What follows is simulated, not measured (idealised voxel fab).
Herein follows the process module entitled voxel spacer lines.
Cross-section cut spans 270 nm and uses square cells 5 nm in size.
Cross-section spec: square-cell grid; bands listed top down; each band is one or more rows.
Band: top height; bottom height; in nm. Then, left to right: material with width in nm, for each material. "edge to edge": a single material spanning edge to edge. "air": empty space.
Height 0 is the level under which the wafer as received is all one material. The lowest band goes on downwards, as in "top 0, no bottom".
You'd read "30..40" like this: the band's top row of cells is as wide as the first number, its bottom row is as wide as the second, and going down, every row changes width by the same amount as the row before did.
Reading "nothing altered" for a step: not a cell of the cross-section changed in it.
Entry "Enclosed internal voids". Content: empty spaces with no open connection to the top, size 8 cells or greater. Each: width x height at distance. Distance: from left edge. Unit: nm.
Step line, after settings: the simulator's comment on this step.
overlay nm: step with mask; distance mask lay right of planned place; negative value = left of planned place.
The process steps that were planned are listed below
| 1 | RECEIVE with material Si |
| 2 | CONFORMAL_DEP with material SiO2, thk nm 5 |
| 3 | DIRECTIONAL_DEP with material TiN, thk nm 10 |
| 4 | DIRECTIONAL_DEP with material aC, thk nm 30 |
| 5 | PATTERN with tone cover, mask id MANDREL, material resist, width nm 15, pitch nm 60, thk nm 40, overlay nm 0 |
| 6 | DIRECTIONAL_ETCH with etch materials aC, depth nm 30 |
| 7 | STRIP with etch materials resist |
| 8 | CONFORMAL_DEP with material SiN, thk nm 15 |
| 9 | DIRECTIONAL_ETCH with etch materials SiN, depth nm 15 |
| 10 | STRIP with etch materials aC |
| 11 | DIRECTIONAL_ETCH with etch materials TiN, depth nm 10 |
| 12 | STRIP with etch materials SiN |
| 13 | FILL_DEP with material SiO2, thk nm 10 |
| 14 | CMP with height nm 15 |
Concerning the first of two wafers, which was run in accordance with the plan
Wafer cross-section on receipt, i.e. after step 1
	top 0, no bottom | Si edge to edge
	Enclosed internal voids: none
You're looking at a cross-section of the wafer after step 2
	top 5, bottom 0 | SiO2 edge to edge
	Everything under 0 stays put, no change at all.
You're looking at a cross-section of the wafer after step 3
	top 15, bottom 5 | TiN edge to edge
	Everything under 5 stays put, no change at all.
You're looking at a cross-section of the wafer after step 4
	top 45, bottom 15 | aC edge to edge
	Everything under 15 stays put, no change at all.
You're looking at a cross-section of the wafer after step 5
	top 85, bottom 45 | air: 65, resist: 15, air: 45, resist: 15, air: 45, resist: 15, air: 70
	Everything under 45 stays put, no change at all.
You're looking at a cross-section of the wafer after step 6
	top 55, bottom 45 | air: 65, resist: 15, air: 45, resist: 15, air: 45, resist: 15, air: 70
	top 45, bottom 15 | air: 65, aC: 15, air: 45, aC: 15, air: 45, aC: 15, air: 70
	Everything under 15 stays put, no change at all.
You're looking at a cross-section of the wafer after step 7
	top 45, bottom 15 | air: 65, aC: 15, air: 45, aC: 15, air: 45, aC: 15, air: 70
	Everything under 15 stays put, no change at all.
You're looking at a cross-section of the wafer after step 8
	top 60, bottom 45 | air: 50, SiN: 45, air: 15, SiN: 45, air: 15, SiN: 45, air: 55
	top 45, bottom 30 | air: 50, SiN: 15, aC: 15, SiN: 15, air: 15, SiN: 15, aC: 15, SiN: 15, air: 15, SiN: 15, aC: 15, SiN: 15, air: 55
	top 30, bottom 15 | SiN: 65, aC: 15, SiN: 45, aC: 15, SiN: 45, aC: 15, SiN: 70
	Everything under 15 stays put, no change at all.
You're looking at a cross-section of the wafer after step 9
	top 45, bottom 15 | air: 50, SiN: 15, aC: 15, SiN: 15, air: 15, SiN: 15, aC: 15, SiN: 15, air: 15, SiN: 15, aC: 15, SiN: 15, air: 55
	Everything under 15 stays put, no change at all.
You're looking at a cross-section of the wafer after step 10
	top 45, bottom 15 | air: 50, SiN: 15, air: 15, SiN: 15, air: 15, SiN: 15, air: 15, SiN: 15, air: 15, SiN: 15, air: 15, SiN: 15, air: 55
	Everything under 15 stays put, no change at all.
You're looking at a cross-section of the wafer after step 11
	top 45, bottom 15 | air: 50, SiN: 15, air: 15, SiN: 15, air: 15, SiN: 15, air: 15, SiN: 15, air: 15, SiN: 15, air: 15, SiN: 15, air: 55
	top 15, bottom 5 | air: 50, TiN: 15, air: 15, TiN: 15, air: 15, TiN: 15, air: 15, TiN: 15, air: 15, TiN: 15, air: 15, TiN: 15, air: 55
	Everything under 5 stays put, no change at all.
You're looking at a cross-section of the wafer after step 12
	top 15, bottom 5 | air: 50, TiN: 15, air: 15, TiN: 15, air: 15, TiN: 15, air: 15, TiN: 15, air: 15, TiN: 15, air: 15, TiN: 15, air: 55
	Everything under 5 stays put, no change at all.
You're looking at a cross-section of the wafer after step 13
	top 25, bottom 15 | SiO2 edge to edge
	top 15, bottom 5 | SiO2: 50, TiN: 15, SiO2: 15, TiN: 15, SiO2: 15, TiN: 15, SiO2: 15, TiN: 15, SiO2: 15, TiN: 15, SiO2: 15, TiN: 15, SiO2: 55
	Everything under 5 stays put, no change at all.
You're looking at a cross-section of the wafer after step 14
	top 15, bottom 5 | SiO2: 50, TiN: 15, SiO2: 15, TiN: 15, SiO2: 15, TiN: 15, SiO2: 15, TiN: 15, SiO2: 15, TiN: 15, SiO2: 15, TiN: 15, SiO2: 55
	Everything under 5 stays put, no change at all.
Second wafer - shared start and plan with the first - one error in running - same as the first up to step 5 inclusive
Second wafer at the planned finish of step 6, seen in cross-section
	top 25, bottom 15 | air: 65, aC: 15, air: 45, aC: 15, air: 45, aC: 15, air: 70
	Everything under 15 stays put, no change at all.
Second wafer at the planned finish of step 7, seen in cross-section: nothing altered
Second wafer at the planned finish of step 8, seen in cross-section
	top 40, bottom 30 | air: 50, SiN: 45, air: 15, SiN: 45, air: 15, SiN: 45, air: 55
	top 30, bottom 25 | SiN edge to edge
	top 25, bottom 15 | SiN: 65, aC: 15, SiN: 45, aC: 15, SiN: 45, aC: 15, SiN: 70
	Everything under 15 stays put, no change at all.
Second wafer at the planned finish of step 9, seen in cross-section
	top 25, bottom 15 | air: 50, SiN: 15, aC: 15, SiN: 15, air: 15, SiN: 15, aC: 15, SiN: 15, air: 15, SiN: 15, aC: 15, SiN: 15, air: 55
	Everything under 15 stays put, no change at all.
Second wafer at the planned finish of step 10, seen in cross-section
	top 25, bottom 15 | air: 50, SiN: 15, air: 15, SiN: 15, air: 15, SiN: 15, air: 15, SiN: 15, air: 15, SiN: 15, air: 15, SiN: 15, air: 55
	Everything under 15 stays put, no change at all.
Second wafer at the planned finish of step 11, seen in cross-section
	top 25, bottom 15 | air: 50, SiN: 15, air: 15, SiN: 15, air: 15, SiN: 15, air: 15, SiN: 15, air: 15, SiN: 15, air: 15, SiN: 15, air: 55
	top 15, bottom 5 | air: 50, TiN: 15, air: 15, TiN: 15, air: 15, TiN: 15, air: 15, TiN: 15, air: 15, TiN: 15, air: 15, TiN: 15, air: 55
	Everything under 5 stays put, no change at all.
Second wafer at the planned finish of step 12, seen in cross-section
	top 15, bottom 5 | air: 50, TiN: 15, air: 15, TiN: 15, air: 15, TiN: 15, air: 15, TiN: 15, air: 15, TiN: 15, air: 15, TiN: 15, air: 55
	Everything under 5 stays put, no change at all.
Second wafer at the planned finish of step 13, seen in cross-section
	top 25, bottom 15 | SiO2 edge to edge
	top 15, bottom 5 | SiO2: 50, TiN: 15, SiO2: 15, TiN: 15, SiO2: 15, TiN: 15, SiO2: 15, TiN: 15, SiO2: 15, TiN: 15, SiO2: 15, TiN: 15, SiO2: 55
	Everything under 5 stays put, no change at all.
Second wafer at the planned finish of step 14, seen in cross-section
	top 15, bottom 5 | SiO2: 50, TiN: 15, SiO2: 15, TiN: 15, SiO2: 15, TiN: 15, SiO2: 15, TiN: 15, SiO2: 15, TiN: 15, SiO2: 15, TiN: 15, SiO2: 55
	Everything under 5 stays put, no change at all.
The mistake made against the process plan was this: in the plan, step 6 was performed twice
Given identical final cross-sections on the two wafers, the mistake has no effect on any quantity computed by this model.
